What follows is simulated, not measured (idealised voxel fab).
Process module heading - voxel quadruple lines
It is cross-section cut that appears here, measuring 215 nm in width, its square cells being 5 nm in size.
Cross-sections here: square-cell grids, written as top-down lists of bands, a band being one or more rows of cells. In this notation a band is specified by the heights of its top and bottom, in that order and in nm, after which its materials appear from left to right, each paired with its width in nm. The word "everywhere" attached to a single material means that material fills the band from edge to edge; the word "blank" stands for empty space. Height is counted from the level 0, under which the received wafer is composed throughout of one material. The lowest of the bands is not closed at the bottom but continues downward, in the notation "top 0, no bottom". You'd read "30..40" like this: the band's top row of cells is as wide as the first number, its bottom row is as wide as the second, and going down, every row changes width by the same amount as the row before did. Take "nothing different" at face value: in the step it is given for, the cross-section changed in none of its cells. Heads up: "Sealed voids" only lists the empty pockets with no open path to the top that are 8 cells or more, and it writes them as width x height at distance, distance from the left edge, in nm. Note: text after step settings on the step line = simulator remark on that step. "overlay nm" answers the question of how far to the right of plan the mask lay on a step that has a mask, and when it is negative the answer is to the left. From here on the document is pairs. In a pair, the cross-section before one process step comes with the cross-section after it, and the latter goes no deeper than the lowest band that changed. What lies in between, the step and its settings, is written under the pair. A pair may be from a different run of this module on the same starting wafer than the pair above it, so it continues from that pair only where its entry headed "Pre-step" says so.

PRE-STEP
	top 0, no bottom | Si everywhere
	Sealed voids: none

RESULTANT CROSS-SECTION
	top 10, bottom 0 | Al2O3 everywhere
	Below a height of 0, the structure has not been altered.
	Sealed voids: none
Looking at the two cross-sections above, the step in the middle is CONFORMAL_DEP, material Al2O3, thk nm 10

Pre-step: per the after cross-section of the pair just above.

RESULTANT CROSS-SECTION
	top 25, bottom 10 | W everywhere
	Below a height of 10, the structure has not been altered.
	Sealed voids: none
Looking at the two cross-sections above, the step in the middle is DIRECTIONAL_DEP, material W, thk nm 15

Pre-step: per the after cross-section of the pair just above.

RESULTANT CROSS-SECTION
	top 45, bottom 25 | polySi everywhere
	Below a height of 25, the structure has not been altered.
	Sealed voids: none
Looking at the two cross-sections above, the step in the middle is DIRECTIONAL_DEP, material polySi, thk nm 20

Pre-step: per the after cross-section of the pair just above.

RESULTANT CROSS-SECTION
	top 65, bottom 45 | aC everywhere
	Below a height of 45, the structure has not been altered.
	Sealed voids: none
Looking at the two cross-sections above, the step in the middle is DIRECTIONAL_DEP, material aC, thk nm 20

Pre-step: per the after cross-section of the pair just above.

RESULTANT CROSS-SECTION
	top 90, bottom 65 | blank: 95; resist: 25; blank: 95
	Below a height of 65, the structure has not been altered.
	Sealed voids: none
Looking at the two cross-sections above, the step in the middle is PATTERN, tone cover, mask id MANDREL, material resist, width nm 25, thk nm 25, overlay nm 0

Pre-step: per the after cross-section of the pair just above.

RESULTANT CROSS-SECTION
	top 70, bottom 65 | blank: 95; resist: 25; blank: 95
	top 65, bottom 45 | blank: 95; aC: 25; blank: 95
	Below a height of 45, the structure has not been altered.
	Sealed voids: none
Looking at the two cross-sections above, the step in the middle is DIRECTIONAL_ETCH, etch materials aC, depth nm 20

Pre-step: per the after cross-section of the pair just above.

RESULTANT CROSS-SECTION
	top 65, bottom 45 | blank: 95; aC: 25; blank: 95
	Below a height of 45, the structure has not been altered.
	Sealed voids: none
Looking at the two cross-sections above, the step in the middle is STRIP, etch materials resist

Pre-step: per the after cross-section of the pair just above.

RESULTANT CROSS-SECTION
	top 80, bottom 65 | blank: 80; SiO2: 55; blank: 80
	top 65, bottom 60 | blank: 80; SiO2: 15; aC: 25; SiO2: 15; blank: 80
	top 60, bottom 45 | SiO2: 95; aC: 25; SiO2: 95
	Below a height of 45, the structure has not been altered.
	Sealed voids: none
Looking at the two cross-sections above, the step in the middle is CONFORMAL_DEP, material SiO2, thk nm 15

Pre-step: per the after cross-section of the pair just above.

RESULTANT CROSS-SECTION
	top 65, bottom 45 | blank: 80; SiO2: 15; aC: 25; SiO2: 15; blank: 80
	Below a height of 45, the structure has not been altered.
	Sealed voids: none
Looking at the two cross-sections above, the step in the middle is DIRECTIONAL_ETCH, etch materials SiO2, depth nm 15

Pre-step: per the after cross-section of the pair just above.

RESULTANT CROSS-SECTION
	top 65, bottom 45 | blank: 80; SiO2: 15; blank: 25; SiO2: 15; blank: 80
	Below a height of 45, the structure has not been altered.
	Sealed voids: none
Looking at the two cross-sections above, the step in the middle is STRIP, etch materials aC

Pre-step: per the after cross-section of the pair just above.

RESULTANT CROSS-SECTION
	top 65, bottom 45 | blank: 80; SiO2: 15; blank: 25; SiO2: 15; blank: 80
	top 45, bottom 25 | blank: 80; polySi: 15; blank: 25; polySi: 15; blank: 80
	Below a height of 25, the structure has not been altered.
	Sealed voids: none
Looking at the two cross-sections above, the step in the middle is DIRECTIONAL_ETCH, etch materials polySi, depth nm 20

Pre-step: per the after cross-section of the pair just above.

RESULTANT CROSS-SECTION
	top 45, bottom 25 | blank: 80; polySi: 15; blank: 25; polySi: 15; blank: 80
	Below a height of 25, the structure has not been altered.
	Sealed voids: none
Looking at the two cross-sections above, the step in the middle is STRIP, etch materials SiO2

Pre-step: per the after cross-section of the pair just above.

RESULTANT CROSS-SECTION
	top 50, bottom 45 | blank: 75; SiCN: 25; blank: 15; SiCN: 25; blank: 75
	top 45, bottom 30 | blank: 75; SiCN: 5; polySi: 15; SiCN: 5; blank: 15; SiCN: 5; polySi: 15; SiCN: 5; blank: 75
	top 30, bottom 25 | SiCN: 80; polySi: 15; SiCN: 25; polySi: 15; SiCN: 80
	Below a height of 25, the structure has not been altered.
	Sealed voids: none
Looking at the two cross-sections above, the step in the middle is CONFORMAL_DEP, material SiCN, thk nm 5

Pre-step: per the after cross-section of the pair just above.

RESULTANT CROSS-SECTION
	top 45, bottom 25 | blank: 75; SiCN: 5; polySi: 15; SiCN: 5; blank: 15; SiCN: 5; polySi: 15; SiCN: 5; blank: 75
	Below a height of 25, the structure has not been altered.
	Sealed voids: none
Looking at the two cross-sections above, the step in the middle is DIRECTIONAL_ETCH, etch materials SiCN, depth nm 5

Pre-step: per the after cross-section of the pair just above.

RESULTANT CROSS-SECTION
	top 45, bottom 25 | blank: 75; SiCN: 5; blank: 15; SiCN: 5; blank: 15; SiCN: 5; blank: 15; SiCN: 5; blank: 75
	Below a height of 25, the structure has not been altered.
	Sealed voids: none
Looking at the two cross-sections above, the step in the middle is STRIP, etch materials polySi

Pre-step: per the after cross-section of the pair just above.

RESULTANT CROSS-SECTION
	top 45, bottom 25 | blank: 75; SiCN: 5; blank: 15; SiCN: 5; blank: 15; SiCN: 5; blank: 15; SiCN: 5; blank: 75
	top 25, bottom 10 | blank: 75; W: 5; blank: 15; W: 5; blank: 15; W: 5; blank: 15; W: 5; blank: 75
	Below a height of 10, the structure has not been altered.
	Sealed voids: none
Looking at the two cross-sections above, the step in the middle is DIRECTIONAL_ETCH, etch materials W, depth nm 15

Pre-step: per the after cross-section of the pair just above.

RESULTANT CROSS-SECTION
	top 25, bottom 10 | blank: 75; W: 5; blank: 15; W: 5; blank: 15; W: 5; blank: 15; W: 5; blank: 75
	Below a height of 10, the structure has not been altered.
	Sealed voids: none
Looking at the two cross-sections above, the step in the middle is STRIP, etch materials SiCN

Pre-step: per the after cross-section of the pair just above.

RESULTANT CROSS-SECTION
	top 30, bottom 25 | SiO2 everywhere
	top 25, bottom 10 | SiO2: 75; W: 5; SiO2: 15; W: 5; SiO2: 15; W: 5; SiO2: 15; W: 5; SiO2: 75
	Below a height of 10, the structure has not been altered.
	Sealed voids: none
Looking at the two cross-sections above, the step in the middle is FILL_DEP, material SiO2, thk nm 5

Pre-step: per the after cross-section of the pair just above.

RESULTANT CROSS-SECTION
	top 25, bottom 10 | SiO2: 75; W: 5; SiO2: 15; W: 5; SiO2: 15; W: 5; SiO2: 15; W: 5; SiO2: 75
	Below a height of 10, the structure has not been altered.
	Sealed voids: none
Looking at the two cross-sections above, the step in the middle is CMP, height nm 25

PRE-STEP
	top 45, bottom 25 | blank: 75; SiCN: 5; blank: 15; SiCN: 5; blank: 15; SiCN: 5; blank: 15; SiCN: 5; blank: 75
	top 25, bottom 10 | blank: 75; W: 5; blank: 15; W: 5; blank: 15; W: 5; blank: 15; W: 5; blank: 75
	top 10, bottom 0 | Al2O3 everywhere
	top 0, no bottom | Si everywhere
	Sealed voids: none

RESULTANT CROSS-SECTION
	top 50, bottom 45 | SiO2 everywhere
	top 45, bottom 25 | SiO2: 75; SiCN: 5; SiO2: 15; SiCN: 5; SiO2: 15; SiCN: 5; SiO2: 15; SiCN: 5; SiO2: 75
	top 25, bottom 10 | SiO2: 75; W: 5; SiO2: 15; W: 5; SiO2: 15; W: 5; SiO2: 15; W: 5; SiO2: 75
	Below a height of 10, the structure has not been altered.
	Sealed voids: none
Looking at the two cross-sections above, the step in the middle is FILL_DEP, material SiO2, thk nm 5

Pre-step: per the after cross-section of the pair just above.

RESULTANT CROSS-SECTION
	top 25, bottom 10 | SiO2: 75; W: 5; SiO2: 15; W: 5; SiO2: 15; W: 5; SiO2: 15; W: 5; SiO2: 75
	Below a height of 10, the structure has not been altered.
	Sealed voids: none
Looking at the two cross-sections above, the step in the middle is CMP, height nm 25

PRE-STEP
	top 0, no bottom | Si everywhere
	Sealed voids: none

RESULTANT CROSS-SECTION
	top 15, bottom 0 | W everywhere
	Below a height of 0, the structure has not been altered.
	Sealed voids: none
Looking at the two cross-sections above, the step in the middle is DIRECTIONAL_DEP, material W, thk nm 15

Pre-step: per the after cross-section of the pair just above.

RESULTANT CROSS-SECTION
	top 25, bottom 15 | Al2O3 everywhere
	Below a height of 15, the structure has not been altered.
	Sealed voids: none
Looking at the two cross-sections above, the step in the middle is CONFORMAL_DEP, material Al2O3, thk nm 10

Pre-step: per the after cross-section of the pair just above.

RESULTANT CROSS-SECTION
	top 45, bottom 25 | polySi everywhere
	Below a height of 25, the structure has not been altered.
	Sealed voids: none
Looking at the two cross-sections above, the step in the middle is DIRECTIONAL_DEP, material polySi, thk nm 20

Pre-step: per the after cross-section of the pair just above.

RESULTANT CROSS-SECTION
	top 65, bottom 45 | aC everywhere
	Below a height of 45, the structure has not been altered.
	Sealed voids: none
Looking at the two cross-sections above, the step in the middle is DIRECTIONAL_DEP, material aC, thk nm 20

Pre-step: per the after cross-section of the pair just above.

RESULTANT CROSS-SECTION
	top 90, bottom 65 | blank: 95; resist: 25; blank: 95
	Below a height of 65, the structure has not been altered.
	Sealed voids: none
Looking at the two cross-sections above, the step in the middle is PATTERN, tone cover, mask id MANDREL, material resist, width nm 25, thk nm 25, overlay nm 0

Pre-step: per the after cross-section of the pair just above.

RESULTANT CROSS-SECTION
	top 70, bottom 65 | blank: 95; resist: 25; blank: 95
	top 65, bottom 45 | blank: 95; aC: 25; blank: 95
	Below a height of 45, the structure has not been altered.
	Sealed voids: none
Looking at the two cross-sections above, the step in the middle is DIRECTIONAL_ETCH, etch materials aC, depth nm 20

Pre-step: per the after cross-section of the pair just above.

RESULTANT CROSS-SECTION
	top 65, bottom 45 | blank: 95; aC: 25; blank: 95
	Below a height of 45, the structure has not been altered.
	Sealed voids: none
Looking at the two cross-sections above, the step in the middle is STRIP, etch materials resist

Pre-step: per the after cross-section of the pair just above.

RESULTANT CROSS-SECTION
	top 80, bottom 65 | blank: 80; SiO2: 55; blank: 80
	top 65, bottom 60 | blank: 80; SiO2: 15; aC: 25; SiO2: 15; blank: 80
	top 60, bottom 45 | SiO2: 95; aC: 25; SiO2: 95
	Below a height of 45, the structure has not been altered.
	Sealed voids: none
Looking at the two cross-sections above, the step in the middle is CONFORMAL_DEP, material SiO2, thk nm 15

Pre-step: per the after cross-section of the pair just above.

RESULTANT CROSS-SECTION
	top 65, bottom 45 | blank: 80; SiO2: 15; aC: 25; SiO2: 15; blank: 80
	Below a height of 45, the structure has not been altered.
	Sealed voids: none
Looking at the two cross-sections above, the step in the middle is DIRECTIONAL_ETCH, etch materials SiO2, depth nm 15

Pre-step: per the after cross-section of the pair just above.

RESULTANT CROSS-SECTION
	top 65, bottom 45 | blank: 80; SiO2: 15; blank: 25; SiO2: 15; blank: 80
	Below a height of 45, the structure has not been altered.
	Sealed voids: none
Looking at the two cross-sections above, the step in the middle is STRIP, etch materials aC

Pre-step: per the after cross-section of the pair just above.

RESULTANT CROSS-SECTION
	top 65, bottom 45 | blank: 80; SiO2: 15; blank: 25; SiO2: 15; blank: 80
	top 45, bottom 25 | blank: 80; polySi: 15; blank: 25; polySi: 15; blank: 80
	Below a height of 25, the structure has not been altered.
	Sealed voids: none
Looking at the two cross-sections above, the step in the middle is DIRECTIONAL_ETCH, etch materials polySi, depth nm 20

Pre-step: per the after cross-section of the pair just above.

RESULTANT CROSS-SECTION
	top 45, bottom 25 | blank: 80; polySi: 15; blank: 25; polySi: 15; blank: 80
	Below a height of 25, the structure has not been altered.
	Sealed voids: none
Looking at the two cross-sections above, the step in the middle is STRIP, etch materials SiO2

Pre-step: per the after cross-section of the pair just above.

RESULTANT CROSS-SECTION
	top 50, bottom 45 | blank: 75; SiCN: 25; blank: 15; SiCN: 25; blank: 75
	top 45, bottom 30 | blank: 75; SiCN: 5; polySi: 15; SiCN: 5; blank: 15; SiCN: 5; polySi: 15; SiCN: 5; blank: 75
	top 30, bottom 25 | SiCN: 80; polySi: 15; SiCN: 25; polySi: 15; SiCN: 80
	Below a height of 25, the structure has not been altered.
	Sealed voids: none
Looking at the two cross-sections above, the step in the middle is CONFORMAL_DEP, material SiCN, thk nm 5

Pre-step: per the after cross-section of the pair just above.

RESULTANT CROSS-SECTION
	top 45, bottom 25 | blank: 75; SiCN: 5; polySi: 15; SiCN: 5; blank: 15; SiCN: 5; polySi: 15; SiCN: 5; blank: 75
	Below a height of 25, the structure has not been altered.
	Sealed voids: none
Looking at the two cross-sections above, the step in the middle is DIRECTIONAL_ETCH, etch materials SiCN, depth nm 5

Pre-step: per the after cross-section of the pair just above.

RESULTANT CROSS-SECTION
	top 45, bottom 25 | blank: 75; SiCN: 5; blank: 15; SiCN: 5; blank: 15; SiCN: 5; blank: 15; SiCN: 5; blank: 75
	Below a height of 25, the structure has not been altered.
	Sealed voids: none
Looking at the two cross-sections above, the step in the middle is STRIP, etch materials polySi

Pre-step: per the after cross-section of the pair just above.

RESULTANT CROSS-SECTION
	top 25, bottom 15 | Al2O3 everywhere
	Below a height of 15, the structure has not been altered.
	Sealed voids: none
Looking at the two cross-sections above, the step in the middle is STRIP, etch materials SiCN

Pre-step: per the after cross-section of the pair just above.

RESULTANT CROSS-SECTION
	top 30, bottom 25 | SiO2 everywhere
	Below a height of 25, the structure has not been altered.
	Sealed voids: none
Looking at the two cross-sections above, the step in the middle is FILL_DEP, material SiO2, thk nm 5

Pre-step: per the after cross-section of the pair just above.

RESULTANT CROSS-SECTION
	top 25, bottom 15 | Al2O3 everywhere
	Below a height of 15, the structure has not been altered.
	Sealed voids: none
Looking at the two cross-sections above, the step in the middle is CMP, height nm 25

PRE-STEP
	top 0, no bottom | Si everywhere
	Sealed voids: none

RESULTANT CROSS-SECTION
	top 15, bottom 0 | Al2O3 everywhere
	Below a height of 0, the structure has not been altered.
	Sealed voids: none
Looking at the two cross-sections above, the step in the middle is CONFORMAL_DEP, material Al2O3, thk nm 15

Pre-step: per the after cross-section of the pair just above.

RESULTANT CROSS-SECTION
	top 30, bottom 15 | W everywhere
	Below a height of 15, the structure has not been altered.
	Sealed voids: none
Looking at the two cross-sections above, the step in the middle is DIRECTIONAL_DEP, material W, thk nm 15

Pre-step: per the after cross-section of the pair just above.

RESULTANT CROSS-SECTION
	top 50, bottom 30 | polySi everywhere
	Below a height of 30, the structure has not been altered.
	Sealed voids: none
Looking at the two cross-sections above, the step in the middle is DIRECTIONAL_DEP, material polySi, thk nm 20

Pre-step: per the after cross-section of the pair just above.

RESULTANT CROSS-SECTION
	top 70, bottom 50 | aC everywhere
	Below a height of 50, the structure has not been altered.
	Sealed voids: none
Looking at the two cross-sections above, the step in the middle is DIRECTIONAL_DEP, material aC, thk nm 20

Pre-step: per the after cross-section of the pair just above.

RESULTANT CROSS-SECTION
	top 95, bottom 70 | blank: 95; resist: 25; blank: 95
	Below a height of 70, the structure has not been altered.
	Sealed voids: none
Looking at the two cross-sections above, the step in the middle is PATTERN, tone cover, mask id MANDREL, material resist, width nm 25, thk nm 25, overlay nm 0

Pre-step: per the after cross-section of the pair just above.

RESULTANT CROSS-SECTION
	top 75, bottom 70 | blank: 95; resist: 25; blank: 95
	top 70, bottom 50 | blank: 95; aC: 25; blank: 95
	Below a height of 50, the structure has not been altered.
	Sealed voids: none
Looking at the two cross-sections above, the step in the middle is DIRECTIONAL_ETCH, etch materials aC, depth nm 20

Pre-step: per the after cross-section of the pair just above.

RESULTANT CROSS-SECTION
	top 70, bottom 50 | blank: 95; aC: 25; blank: 95
	Below a height of 50, the structure has not been altered.
	Sealed voids: none
Looking at the two cross-sections above, the step in the middle is STRIP, etch materials resist

Pre-step: per the after cross-section of the pair just above.

RESULTANT CROSS-SECTION
	top 85, bottom 70 | blank: 80; SiO2: 55; blank: 80
	top 70, bottom 65 | blank: 80; SiO2: 15; aC: 25; SiO2: 15; blank: 80
	top 65, bottom 50 | SiO2: 95; aC: 25; SiO2: 95
	Below a height of 50, the structure has not been altered.
	Sealed voids: none
Looking at the two cross-sections above, the step in the middle is CONFORMAL_DEP, material SiO2, thk nm 15

Pre-step: per the after cross-section of the pair just above.

RESULTANT CROSS-SECTION
	top 70, bottom 50 | blank: 80; SiO2: 15; aC: 25; SiO2: 15; blank: 80
	Below a height of 50, the structure has not been altered.
	Sealed voids: none
Looking at the two cross-sections above, the step in the middle is DIRECTIONAL_ETCH, etch materials SiO2, depth nm 15

Pre-step: per the after cross-section of the pair just above.

RESULTANT CROSS-SECTION
	top 70, bottom 50 | blank: 80; SiO2: 15; blank: 25; SiO2: 15; blank: 80
	Below a height of 50, the structure has not been altered.
	Sealed voids: none
Looking at the two cross-sections above, the step in the middle is STRIP, etch materials aC

Pre-step: per the after cross-section of the pair just above.

RESULTANT CROSS-SECTION
	top 70, bottom 50 | blank: 80; SiO2: 15; blank: 25; SiO2: 15; blank: 80
	top 50, bottom 30 | blank: 80; polySi: 15; blank: 25; polySi: 15; blank: 80
	Below a height of 30, the structure has not been altered.
	Sealed voids: none
Looking at the two cross-sections above, the step in the middle is DIRECTIONAL_ETCH, etch materials polySi, depth nm 20

Pre-step: per the after cross-section of the pair just above.

RESULTANT CROSS-SECTION
	top 50, bottom 30 | blank: 80; polySi: 15; blank: 25; polySi: 15; blank: 80
	Below a height of 30, the structure has not been altered.
	Sealed voids: none
Looking at the two cross-sections above, the step in the middle is STRIP, etch materials SiO2

Pre-step: per the after cross-section of the pair just above.

RESULTANT CROSS-SECTION
	top 55, bottom 50 | blank: 75; SiCN: 25; blank: 15; SiCN: 25; blank: 75
	top 50, bottom 35 | blank: 75; SiCN: 5; polySi: 15; SiCN: 5; blank: 15; SiCN: 5; polySi: 15; SiCN: 5; blank: 75
	top 35, bottom 30 | SiCN: 80; polySi: 15; SiCN: 25; polySi: 15; SiCN: 80
	Below a height of 30, the structure has not been altered.
	Sealed voids: none
Looking at the two cross-sections above, the step in the middle is CONFORMAL_DEP, material SiCN, thk nm 5

Pre-step: per the after cross-section of the pair just above.

RESULTANT CROSS-SECTION
	top 50, bottom 30 | blank: 75; SiCN: 5; polySi: 15; SiCN: 5; blank: 15; SiCN: 5; polySi: 15; SiCN: 5; blank: 75
	Below a height of 30, the structure has not been altered.
	Sealed voids: none
Looking at the two cross-sections above, the step in the middle is DIRECTIONAL_ETCH, etch materials SiCN, depth nm 5

Pre-step: per the after cross-section of the pair just above.

RESULTANT CROSS-SECTION
	top 50, bottom 30 | blank: 75; SiCN: 5; blank: 15; SiCN: 5; blank: 15; SiCN: 5; blank: 15; SiCN: 5; blank: 75
	Below a height of 30, the structure has not been altered.
	Sealed voids: none
Looking at the two cross-sections above, the step in the middle is STRIP, etch materials polySi

Pre-step: per the after cross-section of the pair just above.

RESULTANT CROSS-SECTION
	top 50, bottom 30 | blank: 75; SiCN: 5; blank: 15; SiCN: 5; blank: 15; SiCN: 5; blank: 15; SiCN: 5; blank: 75
	top 30, bottom 15 | blank: 75; W: 5; blank: 15; W: 5; blank: 15; W: 5; blank: 15; W: 5; blank: 75
	Below a height of 15, the structure has not been altered.
	Sealed voids: none
Looking at the two cross-sections above, the step in the middle is DIRECTIONAL_ETCH, etch materials W, depth nm 15

Pre-step: per the after cross-section of the pair just above.

RESULTANT CROSS-SECTION
	top 30, bottom 15 | blank: 75; W: 5; blank: 15; W: 5; blank: 15; W: 5; blank: 15; W: 5; blank: 75
	Below a height of 15, the structure has not been altered.
	Sealed voids: none
Looking at the two cross-sections above, the step in the middle is STRIP, etch materials SiCN

Pre-step: per the after cross-section of the pair just above.

RESULTANT CROSS-SECTION
	top 35, bottom 30 | SiO2 everywhere
	top 30, bottom 15 | SiO2: 75; W: 5; SiO2: 15; W: 5; SiO2: 15; W: 5; SiO2: 15; W: 5; SiO2: 75
	Below a height of 15, the structure has not been altered.
	Sealed voids: none
Looking at the two cross-sections above, the step in the middle is FILL_DEP, material SiO2, thk nm 5

Pre-step: per the after cross-section of the pair just above.

RESULTANT CROSS-SECTION
	top 25, bottom 15 | SiO2: 75; W: 5; SiO2: 15; W: 5; SiO2: 15; W: 5; SiO2: 15; W: 5; SiO2: 75
	Below a height of 15, the structure has not been altered.
	Sealed voids: none
Looking at the two cross-sections above, the step in the middle is CMP, height nm 25

PRE-STEP
	top 65, bottom 45 | aC everywhere
	top 45, bottom 25 | polySi everywhere
	top 25, bottom 10 | W everywhere
	top 10, bottom 0 | Al2O3 everywhere
	top 0, no bottom | Si everywhere
	Sealed voids: none

RESULTANT CROSS-SECTION
	top 90, bottom 65 | blank: 100; resist: 15; blank: 100
	Below a height of 65, the structure has not been altered.
	Sealed voids: none
Looking at the two cross-sections above, the step in the middle is PATTERN, tone cover, mask id MANDREL, material resist, width nm 15, thk nm 25, overlay nm 0

Pre-step: per the after cross-section of the pair just above.

RESULTANT CROSS-SECTION
	top 70, bottom 65 | blank: 100; resist: 15; blank: 100
	top 65, bottom 45 | blank: 100; aC: 15; blank: 100
	Below a height of 45, the structure has not been altered.
	Sealed voids: none
Looking at the two cross-sections above, the step in the middle is DIRECTIONAL_ETCH, etch materials aC, depth nm 20

Pre-step: per the after cross-section of the pair just above.

RESULTANT CROSS-SECTION
	top 65, bottom 45 | blank: 100; aC: 15; blank: 100
	Below a height of 45, the structure has not been altered.
	Sealed voids: none
Looking at the two cross-sections above, the step in the middle is STRIP, etch materials resist

Pre-step: per the after cross-section of the pair just above.

RESULTANT CROSS-SECTION
	top 80, bottom 65 | blank: 85; SiO2: 45; blank: 85
	top 65, bottom 60 | blank: 85; SiO2: 15; aC: 15; SiO2: 15; blank: 85
	top 60, bottom 45 | SiO2: 100; aC: 15; SiO2: 100
	Below a height of 45, the structure has not been altered.
	Sealed voids: none
Looking at the two cross-sections above, the step in the middle is CONFORMAL_DEP, material SiO2, thk nm 15

Pre-step: per the after cross-section of the pair just above.

RESULTANT CROSS-SECTION
	top 65, bottom 45 | blank: 85; SiO2: 15; aC: 15; SiO2: 15; blank: 85
	Below a height of 45, the structure has not been altered.
	Sealed voids: none
Looking at the two cross-sections above, the step in the middle is DIRECTIONAL_ETCH, etch materials SiO2, depth nm 15

Pre-step: per the after cross-section of the pair just above.

RESULTANT CROSS-SECTION
	top 65, bottom 45 | blank: 85; SiO2: 15; blank: 15; SiO2: 15; blank: 85
	Below a height of 45, the structure has not been altered.
	Sealed voids: none
Looking at the two cross-sections above, the step in the middle is STRIP, etch materials aC

Pre-step: per the after cross-section of the pair just above.

RESULTANT CROSS-SECTION
	top 65, bottom 45 | blank: 85; SiO2: 15; blank: 15; SiO2: 15; blank: 85
	top 45, bottom 25 | blank: 85; polySi: 15; blank: 15; polySi: 15; blank: 85
	Below a height of 25, the structure has not been altered.
	Sealed voids: none
Looking at the two cross-sections above, the step in the middle is DIRECTIONAL_ETCH, etch materials polySi, depth nm 20

Pre-step: per the after cross-section of the pair just above.

RESULTANT CROSS-SECTION
	top 45, bottom 25 | blank: 85; polySi: 15; blank: 15; polySi: 15; blank: 85
	Below a height of 25, the structure has not been altered.
	Sealed voids: none
Looking at the two cross-sections above, the step in the middle is STRIP, etch materials SiO2

Pre-step: per the after cross-section of the pair just above.

RESULTANT CROSS-SECTION
	top 50, bottom 45 | blank: 80; SiCN: 25; blank: 5; SiCN: 25; blank: 80
	top 45, bottom 30 | blank: 80; SiCN: 5; polySi: 15; SiCN: 5; blank: 5; SiCN: 5; polySi: 15; SiCN: 5; blank: 80
	top 30, bottom 25 | SiCN: 85; polySi: 15; SiCN: 15; polySi: 15; SiCN: 85
	Below a height of 25, the structure has not been altered.
	Sealed voids: none
Looking at the two cross-sections above, the step in the middle is CONFORMAL_DEP, material SiCN, thk nm 5

Pre-step: per the after cross-section of the pair just above.

RESULTANT CROSS-SECTION
	top 45, bottom 25 | blank: 80; SiCN: 5; polySi: 15; SiCN: 5; blank: 5; SiCN: 5; polySi: 15; SiCN: 5; blank: 80
	Below a height of 25, the structure has not been altered.
	Sealed voids: none
Looking at the two cross-sections above, the step in the middle is DIRECTIONAL_ETCH, etch materials SiCN, depth nm 5

Pre-step: per the after cross-section of the pair just above.

RESULTANT CROSS-SECTION
	top 45, bottom 25 | blank: 80; SiCN: 5; blank: 15; SiCN: 5; blank: 5; SiCN: 5; blank: 15; SiCN: 5; blank: 80
	Below a height of 25, the structure has not been altered.
	Sealed voids: none
Looking at the two cross-sections above, the step in the middle is STRIP, etch materials polySi

Pre-step: per the after cross-section of the pair just above.

RESULTANT CROSS-SECTION
	top 45, bottom 25 | blank: 80; SiCN: 5; blank: 15; SiCN: 5; blank: 5; SiCN: 5; blank: 15; SiCN: 5; blank: 80
	top 25, bottom 10 | blank: 80; W: 5; blank: 15; W: 5; blank: 5; W: 5; blank: 15; W: 5; blank: 80
	Below a height of 10, the structure has not been altered.
	Sealed voids: none
Looking at the two cross-sections above, the step in the middle is DIRECTIONAL_ETCH, etch materials W, depth nm 15

Pre-step: per the after cross-section of the pair just above.

RESULTANT CROSS-SECTION
	top 25, bottom 10 | blank: 80; W: 5; blank: 15; W: 5; blank: 5; W: 5; blank: 15; W: 5; blank: 80
	Below a height of 10, the structure has not been altered.
	Sealed voids: none
Looking at the two cross-sections above, the step in the middle is STRIP, etch materials SiCN

Pre-step: per the after cross-section of the pair just above.

RESULTANT CROSS-SECTION
	top 30, bottom 25 | SiO2 everywhere
	top 25, bottom 10 | SiO2: 80; W: 5; SiO2: 15; W: 5; SiO2: 5; W: 5; SiO2: 15; W: 5; SiO2: 80
	Below a height of 10, the structure has not been altered.
	Sealed voids: none
Looking at the two cross-sections above, the step in the middle is FILL_DEP, material SiO2, thk nm 5

Pre-step: per the after cross-section of the pair just above.

RESULTANT CROSS-SECTION
	top 25, bottom 10 | SiO2: 80; W: 5; SiO2: 15; W: 5; SiO2: 5; W: 5; SiO2: 15; W: 5; SiO2: 80
	Below a height of 10, the structure has not been altered.
	Sealed voids: none
Looking at the two cross-sections above, the step in the middle is CMP, height nm 25

PRE-STEP
	top 65, bottom 45 | aC everywhere
	top 45, bottom 25 | polySi everywhere
	top 25, bottom 10 | W everywhere
	top 10, bottom 0 | Al2O3 everywhere
	top 0, no bottom | Si everywhere
	Sealed voids: none

RESULTANT CROSS-SECTION
	top 90, bottom 65 | blank: 105; resist: 25; blank: 85
	Below a height of 65, the structure has not been altered.
	Sealed voids: none
Looking at the two cross-sections above, the step in the middle is PATTERN, tone cover, mask id MANDREL, material resist, width nm 25, thk nm 25, overlay nm 10

Pre-step: per the after cross-section of the pair just above.

RESULTANT CROSS-SECTION
	top 70, bottom 65 | blank: 105; resist: 25; blank: 85
	top 65, bottom 45 | blank: 105; aC: 25; blank: 85
	Below a height of 45, the structure has not been altered.
	Sealed voids: none
Looking at the two cross-sections above, the step in the middle is DIRECTIONAL_ETCH, etch materials aC, depth nm 20

Pre-step: per the after cross-section of the pair just above.

RESULTANT CROSS-SECTION
	top 65, bottom 45 | blank: 105; aC: 25; blank: 85
	Below a height of 45, the structure has not been altered.
	Sealed voids: none
Looking at the two cross-sections above, the step in the middle is STRIP, etch materials resist

Pre-step: per the after cross-section of the pair just above.

RESULTANT CROSS-SECTION
	top 80, bottom 65 | blank: 90; SiO2: 55; blank: 70
	top 65, bottom 60 | blank: 90; SiO2: 15; aC: 25; SiO2: 15; blank: 70
	top 60, bottom 45 | SiO2: 105; aC: 25; SiO2: 85
	Below a height of 45, the structure has not been altered.
	Sealed voids: none
Looking at the two cross-sections above, the step in the middle is CONFORMAL_DEP, material SiO2, thk nm 15

Pre-step: per the after cross-section of the pair just above.

RESULTANT CROSS-SECTION
	top 65, bottom 45 | blank: 90; SiO2: 15; aC: 25; SiO2: 15; blank: 70
	Below a height of 45, the structure has not been altered.
	Sealed voids: none
Looking at the two cross-sections above, the step in the middle is DIRECTIONAL_ETCH, etch materials SiO2, depth nm 15

Pre-step: per the after cross-section of the pair just above.

RESULTANT CROSS-SECTION
	top 65, bottom 45 | blank: 90; SiO2: 15; blank: 25; SiO2: 15; blank: 70
	Below a height of 45, the structure has not been altered.
	Sealed voids: none
Looking at the two cross-sections above, the step in the middle is STRIP, etch materials aC

Pre-step: per the after cross-section of the pair just above.

RESULTANT CROSS-SECTION
	top 65, bottom 45 | blank: 90; SiO2: 15; blank: 25; SiO2: 15; blank: 70
	top 45, bottom 25 | blank: 90; polySi: 15; blank: 25; polySi: 15; blank: 70
	Below a height of 25, the structure has not been altered.
	Sealed voids: none
Looking at the two cross-sections above, the step in the middle is DIRECTIONAL_ETCH, etch materials polySi, depth nm 20

Pre-step: per the after cross-section of the pair just above.

RESULTANT CROSS-SECTION
	top 45, bottom 25 | blank: 90; polySi: 15; blank: 25; polySi: 15; blank: 70
	Below a height of 25, the structure has not been altered.
	Sealed voids: none
Looking at the two cross-sections above, the step in the middle is STRIP, etch materials SiO2
